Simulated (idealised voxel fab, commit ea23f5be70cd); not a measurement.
Name of the process module below: voxel ribs on slabs
FYI the section here is cut, 280 nm wide, cells are 5 nm squares.
The cross-sections in this document take the form of a grid made of square cells. They are written out as bands, in order from top to bottom. Each band consists of one or more rows of cells.
This entry defines a band. It first specifies the height of the band's top and the height of its bottom in nm, and then specifies the band's materials from left to right, stating each material with its width in nm. The word "throughout" identifies a single material that fills the band from edge to edge, while the word "blank" identifies empty space.
Zero point of the height axis is 0; under it, received wafer = one material. Lowest band: continues down indefinitely, "0..down".
It should be noted that a width expressed as "30..40" varies in equal increments from row to row of cells within the band, taking the value of the first number at the top row and that of the second number at the bottom row.
Where a step carries "remains unaltered", the cross-section came out of it unchanged, cell for cell.
Look at "Enclosed void inventory" for the closed voids: empty spaces with no open path to the top, sized 8 cells or up. Each is width x height at distance, distance from the left edge, all nm.
If you see something after the settings on a step's line, that's the simulator's own remark about that step.
The setting "overlay nm" may be written on the line of a step. When the step uses a mask, the value reports how far to the right of the planned place the mask lay, and a negative value reports that it lay to the left.

### Process steps - plan
1. RECEIVE (material Si)
2. DIRECTIONAL_DEP (material SiO2; thk nm 25)
3. DIRECTIONAL_DEP (material SiN; thk nm 25)
4. MASKED_ETCH (tone cover; mask id RIB; width nm 15; etch materials SiN; depth nm 15; overlay nm 0)
5. PATTERN (tone cover; mask id SLAB; material resist; width nm 55; thk nm 20; overlay nm 0)
6. DIRECTIONAL_ETCH (etch materials SiN; depth nm 10)
7. STRIP (etch materials resist)
8. FILL_DEP (material SiO2; thk nm 20)
9. CMP (height nm 65)
10. DIRECTIONAL_DEP (material TiN; thk nm 10)
11. DIRECTIONAL_DEP (material aC; thk nm 15)
12. PATTERN (tone cover; mask id HEATER; material resist; width nm 25; thk nm 35; overlay nm 0)
13. DIRECTIONAL_ETCH (etch materials aC; depth nm 15)
14. STRIP (etch materials resist)
15. DIRECTIONAL_ETCH (etch materials TiN; depth nm 10)
16. STRIP (etch materials aC)
17. CONFORMAL_DEP (material SiN; thk nm 10)

### Cross-section, incoming material, after step 1
- 0..down: Si throughout
- Enclosed void inventory: none

### Post-module cross-section: identical start and plan to those above, one misstep in execution
- 85..75: 110 of blank; 55 of SiN; 115 of blank
- 75..65: 120 of SiN; 35 of TiN; 125 of SiN
- 65..50: SiO2 throughout
- 50..35: 130 of SiO2; 15 of SiN; 135 of SiO2
- 35..25: 110 of SiO2; 55 of SiN; 115 of SiO2
- 25..0: SiO2 throughout
- 0..down: Si throughout
- Enclosed void inventory: none
What went wrong in running the wafer? not per plan at step 12, really ran PATTERN (tone cover; mask id HEATER; material resist; width nm 35; thk nm 35; overlay nm 0)
